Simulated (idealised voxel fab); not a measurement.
process module | voxel self aligned contacts
cross-section cut | 265 nm wide | cells 5 nm
A cross-section is a grid of square cells, given in bands from the top down. A band is one or more rows of cells.
Each band's line starts with the height of the band's top and of its bottom, in nm. Then come its materials from left to right, each with its width in nm. One material with "throughout" fills the band from edge to edge. "air" is empty space.
Height 0 is the level under which the wafer as received is all one material. The lowest band goes on downwards, as in "0 down".
A width such as "30 to 40" changes by the same amount from each row of cells to the next, from the band's top row to its bottom row.
"no change" after a step means that no cell of the cross-section changed.
closed voids: empty space of 8 cells or more with no open way to the top, each as width x height at its distance from the left edge, in nm
after a step's settings: what the simulator itself notes on the step
overlay nm, on a step with a mask: how far to the right of its planned place the mask lay; to the left if negative
plan
1 op RECEIVE | material Si
2 op OXIDIZE | depth nm 5
3 op DIRECTIONAL_DEP | material polySi | thk nm 30
4 op DIRECTIONAL_DEP | material SiN | thk nm 20
5 op DIRECTIONAL_DEP | material aC | thk nm 15
6 op PATTERN | tone cover | mask id GATE | material resist | width nm 35 | pitch nm 70 | thk nm 30 | overlay nm 0
7 op DIRECTIONAL_ETCH | etch materials aC | depth nm 15
8 op STRIP | etch materials resist
9 op DIRECTIONAL_ETCH | etch materials SiN | depth nm 20
10 op DIRECTIONAL_ETCH | etch materials polySi | depth nm 30
11 op STRIP | etch materials aC
12 op CONFORMAL_DEP | material SiN | thk nm 5
13 op DIRECTIONAL_ETCH | etch materials SiN | depth nm 5
14 op FILL_DEP | material SiO2 | thk nm 10
15 op CMP | height nm 55
16 op PATTERN | tone open | mask id CONTACT | material resist | width nm 55 | thk nm 15 | overlay nm 0
17 op DIRECTIONAL_ETCH | etch materials SiO2 | depth nm 60
18 op STRIP | etch materials resist
19 op CONFORMAL_DEP | material TiN | thk nm 5
20 op FILL_DEP | material Ru | thk nm 10
21 op CMP | height nm 55
22 op CONFORMAL_DEP | material SiN | thk nm 5
as received, after step 1
  0 down: Si throughout
  closed voids: none
a wafer at the end: this start, this plan, one mistake
  60 to 55: SiN throughout
  55 to 50: TiN 125 | Ru 15 | TiN 125
  50 to 30: SiO2 75 | SiN 45 | TiN 5 | Ru 15 | TiN 5 | SiN 45 | SiO2 75
  30 to 0: SiO2 75 | SiN 5 | polySi 35 | SiN 5 | TiN 5 | Ru 15 | TiN 5 | SiN 5 | polySi 35 | SiN 5 | SiO2 75
  0 to -5: SiO2 120 | TiN 25 | SiO2 120
  -5 down: Si throughout
  closed voids: none
what went wrong: step 15 ran as: op CMP | height nm 50
